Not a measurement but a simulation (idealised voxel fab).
process module | voxel transistor to metal
Square cells of 5 nm make up the cross-section cut, whose width is 155 nm.
We lay out every cross-section as a grid of square cells and spell it out in bands from the top down, where one band means one or more rows of cells. Heights first: top, then bottom, in nm. Then materials, left to right, each with a width in nm. "edge to edge" on a single material: fills the band edge to edge. "air": empty space. The reference from which all heights are counted is 0, the level beneath which the as-received wafer is entirely one material; the lowest band, having no lower bound, proceeds downward and is written after the example "0..down". The width entry "30 to 40" should be interpreted row by row: the top row of cells in the band takes the first number, the bottom row takes the second number, and the change between adjacent rows is uniform throughout. Given "changes: none" for a step, no cell of the cross-section differs between before and after that step. You'll see "Enclosed void catalog" listing empty spaces that have no way open to the top, as long as they're 8 cells or more; the notation is width x height at distance, where the distance is from the left edge, and all of it is in nm. after a step's settings: what the simulator itself notes on the step. "overlay nm" denotes, for a step that has a mask, the displacement of the mask to the right of its planned place, with negative values corresponding to the left.
# plan
1 RECEIVE | material Si
2 OXIDIZE | depth nm 5
3 CONFORMAL_DEP | material SiN | thk nm 15
4 DIRECTIONAL_DEP | material aC | thk nm 15
5 PATTERN | tone cover | mask id ACTIVE | material resist | width nm 110 | thk nm 35 | overlay nm 0
6 DIRECTIONAL_ETCH | etch materials aC | depth nm 15
7 STRIP | etch materials resist
8 DIRECTIONAL_ETCH | etch materials SiN | depth nm 15
9 DIRECTIONAL_ETCH | etch materials SiO2 | depth nm 5
10 DIRECTIONAL_ETCH | etch materials Si | depth nm 35
11 STRIP | etch materials aC
12 OXIDIZE | depth nm 5
13 FILL_DEP | material SiO2 | thk nm 15
14 CMP | height nm 15
15 SELECTIVE_ETCH | etch materials SiO2 | depth nm 10
16 STRIP | etch materials SiN
17 SELECTIVE_ETCH | etch materials SiO2 | depth nm 5
18 OXIDIZE | depth nm 5
19 DIRECTIONAL_DEP | material polySi | thk nm 25
20 DIRECTIONAL_DEP | material SiCN | thk nm 10
21 DIRECTIONAL_DEP | material aC | thk nm 10
22 PATTERN | tone cover | mask id GATE | material resist | width nm 20 | thk nm 25 | overlay nm 0
23 DIRECTIONAL_ETCH | etch materials aC | depth nm 10
24 STRIP | etch materials resist
25 DIRECTIONAL_ETCH | etch materials SiCN | depth nm 20
26 DIRECTIONAL_ETCH | etch materials polySi | depth nm 35
27 STRIP | etch materials aC
28 CONFORMAL_DEP | material SiN | thk nm 5
29 DIRECTIONAL_ETCH | etch materials SiN | depth nm 5
30 DIRECTIONAL_ETCH | etch materials SiO2 | depth nm 5
31 DIRECTIONAL_ETCH | etch materials Si | depth nm 10
32 EPI | material pSi | thk nm 15
33 FILL_DEP | material SiO2 | thk nm 10
34 CMP | height nm 30
35 DIRECTIONAL_DEP | material SiO2 | thk nm 15
36 MASKED_ETCH | tone open | mask id CONTACT | width nm 30 | pitch nm 60 | etch materials SiO2 | depth nm 50 | overlay nm 0
37 CONFORMAL_DEP | material TiN | thk nm 5
38 FILL_DEP | material Ru | thk nm 10
39 CMP | height nm 45
40 CONFORMAL_DEP | material SiCN | thk nm 5
41 DIRECTIONAL_DEP | material SiO2 | thk nm 25
42 PATTERN | tone open | mask id METAL_1 | material resist | width nm 20 | pitch nm 70 | thk nm 20 | overlay nm 0
43 DIRECTIONAL_ETCH | etch materials SiO2 | depth nm 25
44 DIRECTIONAL_ETCH | etch materials SiCN | depth nm 5
45 STRIP | etch materials resist
46 CONFORMAL_DEP | material TiN | thk nm 5
47 FILL_DEP | material W | thk nm 5
48 CMP | height nm 75
49 EPI | material Ru | thk nm 5
50 FILL_DEP | material SiCN | thk nm 5
# Shown in cross-section is the wafer as received, that is, as it stands after step 1
* 0..down | Si edge to edge
* Enclosed void catalog: none
# Run as planned - first of the two wafers cross-sectioned at the end of the module
* 85..80 | SiCN edge to edge
* 80..75 | SiCN (25) / Ru (30) / SiCN (40) / Ru (30) / SiCN (30)
* 75..50 | SiO2 (30) / TiN (5) / W (10) / TiN (5) / SiO2 (50) / TiN (5) / W (10) / TiN (5) / SiO2 (35)
* 50..45 | SiCN (30) / TiN (20) / SiCN (50) / TiN (20) / SiCN (35)
* 45..30 | SiO2 (30) / TiN (5) / Ru (20) / TiN (5) / SiO2 (30) / TiN (5) / Ru (20) / TiN (5) / SiO2 (35)
* 30..20 | SiO2 (30) / TiN (5) / Ru (20) / TiN (5) / SiN (5) / SiCN (20) / SiN (5) / TiN (5) / Ru (20) / TiN (5) / SiO2 (35)
* 20..10 | SiO2 (30) / TiN (5) / Ru (20) / TiN (5) / SiN (5) / polySi (20) / SiN (5) / TiN (5) / Ru (20) / TiN (5) / SiO2 (35)
* 10..5 | SiO2 (30) / TiN (5) / Ru (5) / TiN (20) / SiN (5) / polySi (20) / SiN (5) / TiN (20) / Ru (5) / TiN (5) / SiO2 (35)
* 5..0 | SiO2 (30) / TiN (5) / Ru (5) / TiN (5) / pSi (15) / SiN (5) / polySi (20) / SiN (5) / pSi (15) / TiN (5) / Ru (5) / TiN (5) / SiO2 (35)
* 0..-5 | SiO2 (15) / SiN (5) / SiO2 (10) / TiN (15) / pSi (15) / SiN (5) / polySi (20) / SiN (5) / pSi (15) / TiN (15) / SiO2 (10) / SiN (5) / SiO2 (20)
* -5..-10 | SiO2 (20) / pSi (40) / SiO2 (30) / pSi (40) / SiO2 (25)
* -10..-20 | SiO2 (25) / pSi (35) / Si (30) / pSi (35) / SiO2 (30)
* -20..-45 | SiO2 (25) / Si (100) / SiO2 (30)
* -45..down | Si edge to edge
* Enclosed void catalog: none
# Wafer two, sectioned after the module: the first wafer's start, the first wafer's plan, and one mistake in how it was run
* 85..80 | SiCN edge to edge
* 80..75 | SiCN (25) / Ru (30) / SiCN (40) / Ru (30) / SiCN (30)
* 75..50 | SiO2 (30) / TiN (5) / W (10) / TiN (5) / SiO2 (50) / TiN (5) / W (10) / TiN (5) / SiO2 (35)
* 50..45 | SiCN (30) / TiN (20) / SiCN (50) / TiN (20) / SiCN (35)
* 45..30 | SiO2 (30) / TiN (5) / Ru (20) / TiN (5) / SiO2 (30) / TiN (5) / Ru (20) / TiN (5) / SiO2 (35)
* 30..20 | SiO2 (30) / TiN (5) / Ru (20) / TiN (5) / SiN (5) / SiCN (20) / SiN (5) / TiN (5) / Ru (20) / TiN (5) / SiO2 (35)
* 20..10 | SiO2 (30) / TiN (5) / Ru (20) / TiN (5) / SiN (5) / polySi (20) / SiN (5) / TiN (5) / Ru (20) / TiN (5) / SiO2 (35)
* 10..5 | SiO2 (30) / TiN (5) / Ru (5) / TiN (20) / SiN (5) / polySi (20) / SiN (5) / TiN (20) / Ru (5) / TiN (5) / SiO2 (35)
* 5..0 | SiO2 (30) / TiN (5) / Ru (5) / TiN (5) / pSi (15) / SiN (5) / polySi (20) / SiN (5) / pSi (15) / TiN (5) / Ru (5) / TiN (5) / SiO2 (35)
* 0..-5 | SiO2 (15) / SiN (5) / SiO2 (10) / TiN (15) / pSi (15) / SiN (5) / polySi (20) / SiN (5) / pSi (15) / TiN (15) / SiO2 (10) / SiN (5) / SiO2 (20)
* -5..-10 | SiO2 (20) / pSi (40) / SiO2 (30) / pSi (40) / SiO2 (25)
* -10..-20 | SiO2 (25) / pSi (35) / Si (30) / pSi (35) / SiO2 (30)
* -20..-80 | SiO2 (25) / Si (100) / SiO2 (30)
* -80..down | Si edge to edge
* Enclosed void catalog: none
Finding, execution versus plan: plan step 10 was twice executed
Wafer comparison, final, in cells, second relative to first, materials more or fewer: Si: 77 fewer | SiO2: 77 more
